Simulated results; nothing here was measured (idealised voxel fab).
Process module in this document: voxel self aligned contacts
Section cut is 145 nm wide and gridded with 5 nm square cells.
Cross-section = grid of square cells, listed top down in bands; band = one or more rows. This entry defines a band. It first specifies the height of the band's top and the height of its bottom in nm, and then specifies the band's materials from left to right, stating each material with its width in nm. The word "throughout" identifies a single material that fills the band from edge to edge, while the word "blank" identifies empty space. A quick word on heights: they are counted from 0, and under that level the wafer as it came to us is one material throughout. The lowest band is different from the rest in having no bottom; it simply continues downward, written as in "top 0, no bottom". A width given as "30 to 40" starts at the first number in the band's top row and ends at the second number in its bottom row, shifting by an equal amount at every step from row to row. "same as before" for a step: no cell of the cross-section changed in that step. In the "Completely enclosed voids" entry, you get each enclosed empty space of 8 cells or more, one with no open way to the top, written width x height at distance, distance from the left edge, in nm. On each step's line, the part that comes after the settings is the simulator's own comment on the step. Regarding "overlay nm": on a step with a mask, it is the distance the mask lay to the right of its planned place; a negative value places it to the left.

LIST OF PLANNED PROCESS STEPS
step 1: RECEIVE, material Si
step 2: OXIDIZE, depth nm 5
step 3: DIRECTIONAL_DEP, material polySi, thk nm 30
step 4: DIRECTIONAL_DEP, material SiN, thk nm 20
step 5: PATTERN, tone cover, mask id GATE, material resist, width nm 30, pitch nm 75, thk nm 15, overlay nm 0
step 6: DIRECTIONAL_ETCH, etch materials SiN, depth nm 20
step 7: DIRECTIONAL_ETCH, etch materials polySi, depth nm 30
step 8: STRIP, etch materials resist
step 9: CONFORMAL_DEP, material SiN, thk nm 10
step 10: DIRECTIONAL_ETCH, etch materials SiN, depth nm 10
step 11: FILL_DEP, material SiO2, thk nm 15
step 12: CMP, height nm 55
step 13: MASKED_ETCH, tone open, mask id CONTACT, width nm 55, etch materials SiO2, depth nm 60, overlay nm 0
step 14: CONFORMAL_DEP, material TiN, thk nm 5
step 15: FILL_DEP, material Ru, thk nm 10
step 16: CMP, height nm 55
step 17: CONFORMAL_DEP, material SiN, thk nm 5

AS RECEIVED, AFTER STEP 1
    top 0, no bottom  Si throughout
    Completely enclosed voids: none

FIRST OF TWO WAFERS, END-OF-MODULE SECTION, RUN FOLLOWED PLAN
    top 60, bottom 55  SiN throughout
    top 55, bottom 50  SiO2 (45); TiN (20); Ru (15); TiN (20); SiO2 (45)
    top 50, bottom 30  SiO2 (10); SiN (50); TiN (5); Ru (15); TiN (5); SiN (50); SiO2 (10)
    top 30, bottom 0  SiO2 (10); SiN (10); polySi (30); SiN (10); TiN (5); Ru (15); TiN (5); SiN (10); polySi (30); SiN (10); SiO2 (10)
    top 0, bottom -5  SiO2 (60); TiN (25); SiO2 (60)
    top -5, no bottom  Si throughout
    Completely enclosed voids: none

WAFER TWO (OF TWO), END-OF-MODULE CROSS-SECTION: START = WAFER ONE, PLAN = WAFER ONE, ONE RUN MISTAKE
    top 60, bottom 55  SiN throughout
    top 55, bottom 50  SiO2 (50); TiN (15); Ru (15); TiN (15); SiO2 (50)
    top 50, bottom 30  SiO2 (10); SiN (50); TiN (5); Ru (15); TiN (5); SiN (50); SiO2 (10)
    top 30, bottom 0  SiO2 (10); SiN (10); polySi (30); SiN (10); TiN (5); Ru (15); TiN (5); SiN (10); polySi (30); SiN (10); SiO2 (10)
    top 0, bottom -5  SiO2 (60); TiN (25); SiO2 (60)
    top -5, no bottom  Si throughout
    Completely enclosed voids: none
Finding, execution versus plan: step 13 ran with different settings than intended, the actual operation and settings being MASKED_ETCH, tone open, mask id CONTACT, width nm 45, etch materials SiO2, depth nm 60, overlay nm 0
Cell-count delta at end, second wafer over first, by material: 2 more of SiO2; 2 fewer of TiN
